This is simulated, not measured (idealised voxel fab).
Presented below is a process module, voxel air gaps.
The width of the displayed cross-section, cut, is 170 nm; its cells are square, with a size of 5 nm.
Cross-section = grid of square cells, listed top down in bands; band = one or more rows.
This entry defines a band. It first specifies the height of the band's top and the height of its bottom in nm, and then specifies the band's materials from left to right, stating each material with its width in nm. The word "everywhere" identifies a single material that fills the band from edge to edge, while the word "empty" identifies empty space.
Heads up on the height convention: 0 is the point under which the incoming wafer is all one material, and the lowest band has no bottom, it just keeps going down, like "from 0 down".
Note: "30..40" means the width goes from the first number (top row of the band) to the second number (bottom row) in equal steps per row of cells.
Take "no modification" at face value: in the step it is given for, the cross-section changed in none of its cells.
Empty spaces counting at least 8 cells and having no open way to the top are listed in "Enclosed cavities". The notation width x height at distance is used for each, the distance being from the left edge and all three values in nm.
Where a step's line continues beyond its settings, the continuation is a remark by the simulator itself on that step.
A step's line can hold "overlay nm"; with a mask on that step, the setting says how far right of the planned place the mask lay, while a negative setting says it lay to the left.

Intended process steps:
- 1: RECEIVE with material Si
- 2: CONFORMAL_DEP with material SiO2, thk nm 15
- 3: CONFORMAL_DEP with material SiCN, thk nm 5
- 4: DIRECTIONAL_DEP with material lowk, thk nm 30
- 5: MASKED_ETCH with tone open, mask id LINES, width nm 15, pitch nm 45, etch materials lowk, depth nm 30, overlay nm 0
- 6: CONFORMAL_DEP with material TiN, thk nm 5
- 7: FILL_DEP with material Cu, thk nm 10
- 8: CMP with height nm 50
- 9: EPI with material Ru, thk nm 10
- 10: SELECTIVE_ETCH with etch materials lowk, depth nm 40
- 11: CONFORMAL_DEP with material SiCN, thk nm 5

Wafer at receipt (post step 1), cross-section:
from 0 down: Si everywhere
Enclosed cavities: none

Cross-sectional view of the first of the two wafers upon completion of the module, processed in accordance with the plan:
from 65 to 60: empty: 15 / SiCN: 135 / empty: 20
from 60 to 50: empty: 15 / SiCN: 5 / Ru: 35 / SiCN: 10 / Ru: 35 / SiCN: 10 / Ru: 35 / SiCN: 5 / empty: 20
from 50 to 45: empty: 15 / SiCN: 15 / TiN: 5 / Cu: 5 / TiN: 5 / SiCN: 30 / TiN: 5 / Cu: 5 / TiN: 5 / SiCN: 30 / TiN: 5 / Cu: 5 / TiN: 5 / SiCN: 15 / empty: 20
from 45 to 25: empty: 25 / SiCN: 5 / TiN: 5 / Cu: 5 / TiN: 5 / SiCN: 5 / empty: 20 / SiCN: 5 / TiN: 5 / Cu: 5 / TiN: 5 / SiCN: 5 / empty: 20 / SiCN: 5 / TiN: 5 / Cu: 5 / TiN: 5 / SiCN: 5 / empty: 30
from 25 to 20: SiCN: 30 / TiN: 15 / SiCN: 30 / TiN: 15 / SiCN: 30 / TiN: 15 / SiCN: 35
from 20 to 15: SiCN everywhere
from 15 to 0: SiO2 everywhere
from 0 down: Si everywhere
Enclosed cavities: 20 x 20 at 50; 20 x 20 at 95

Cross-section, wafer two of two, end of module: same start and plan as wafer one, one error in execution:
from 65 to 60: SiCN everywhere
from 60 to 50: Ru everywhere
from 50 to 25: Cu: 25 / TiN: 5 / lowk: 15 / TiN: 5 / Cu: 20 / TiN: 5 / lowk: 15 / TiN: 5 / Cu: 20 / TiN: 5 / lowk: 15 / TiN: 5 / Cu: 30
from 25 to 20: TiN: 30 / lowk: 15 / TiN: 30 / lowk: 15 / TiN: 30 / lowk: 15 / TiN: 35
from 20 to 15: SiCN everywhere
from 15 to 0: SiO2 everywhere
from 0 down: Si everywhere
Enclosed cavities: none
Nonconformance to the process plan: step 5 did not happen as planned, as run it was MASKED_ETCH with tone cover, mask id LINES, width nm 15, pitch nm 45, etch materials lowk, depth nm 30, overlay nm 0
Per the end-of-run cell counts, the second wafer holds more or fewer of some materials than the first: Cu +80; Ru +26; SiCN -72; TiN +16; lowk +54
The first wafer finishes with 2 closed voids, while the second finishes with 0.
